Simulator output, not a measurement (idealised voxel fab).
The following process module bears the name voxel trench capacitor.
We display cut, a cross-section 185 nm in width whose square cells are each 5 nm.
The cross-sections in this document take the form of a grid made of square cells. They are written out as bands, in order from top to bottom. Each band consists of one or more rows of cells.
Look at the band entry: it leads with the top's height and the bottom's height in nm. Then it lists the materials left to right, with a width in nm for each. The word "everywhere" on a single material says that material fills the band edge to edge. The word "blank" is empty space.
It should be noted that heights are counted from 0, beneath which the wafer as supplied is of one material throughout, and that the lowest band possesses no lower boundary but continues downward, as written in "0 -> down".
The two numbers in a width such as "30->40" mark its ends across the band: the first belongs to the top row of cells, the second to the bottom row, and from each row to the next the width moves by the same amount.
Given "changes: none" for a step, no cell of the cross-section differs between before and after that step.
Look at "Enclosed empty spaces" for the closed voids: empty spaces with no open path to the top, sized 8 cells or up. Each is width x height at distance, distance from the left edge, all nm.
That trailing text on a step's line, after the settings, is the simulator's own remark on the step.
The "overlay nm" setting may appear on a step's line; for a step that uses a mask, it gives how far to the right of its planned position the mask lay, and a negative value indicates the left.
**Process steps - plan**
1,RECEIVE, material Si
2,CONFORMAL_DEP, material SiN, thk nm 10
3,DIRECTIONAL_DEP, material aC, thk nm 15
4,PATTERN, tone open, mask id TRENCH, material resist, width nm 20, pitch nm 50, thk nm 35, overlay nm 0
5,DIRECTIONAL_ETCH, etch materials aC, depth nm 15
6,STRIP, etch materials resist
7,DIRECTIONAL_ETCH, etch materials SiN, depth nm 10
8,DIRECTIONAL_ETCH, etch materials Si, depth nm 25
9,STRIP, etch materials aC
10,CONFORMAL_DEP, material Al2O3, thk nm 5
11,CONFORMAL_DEP, material TiN, thk nm 5
12,FILL_DEP, material W, thk nm 5
13,CMP, height nm 10
Where the wafers of this document differ is in the width nm of step 4; they start out the same, and the plan states the value that applied to the first wafer.
**Incoming state of the first of several wafers in cross-section: after step 1**
> 0 -> down | Si everywhere
> Enclosed empty spaces: none
**Here is how to read the rows: every wafer has a row, and it shows the wafer at the end of the module, giving for each material how many cells were gained (+) or lost (-) since the wafer was received, then listing its closed voids**
width nm 20 | +32 Al2O3 | -40 Si | +58 SiN | +24 TiN | Enclosed empty spaces: none
width nm 25 | +34 Al2O3 | -50 Si | +54 SiN | +26 TiN | +10 W | Enclosed empty spaces: none
width nm 30 | +36 Al2O3 | -60 Si | +50 SiN | +28 TiN | +20 W | Enclosed empty spaces: none
width nm 35 | +38 Al2O3 | -70 Si | +46 SiN | +30 TiN | +30 W | Enclosed empty spaces: none
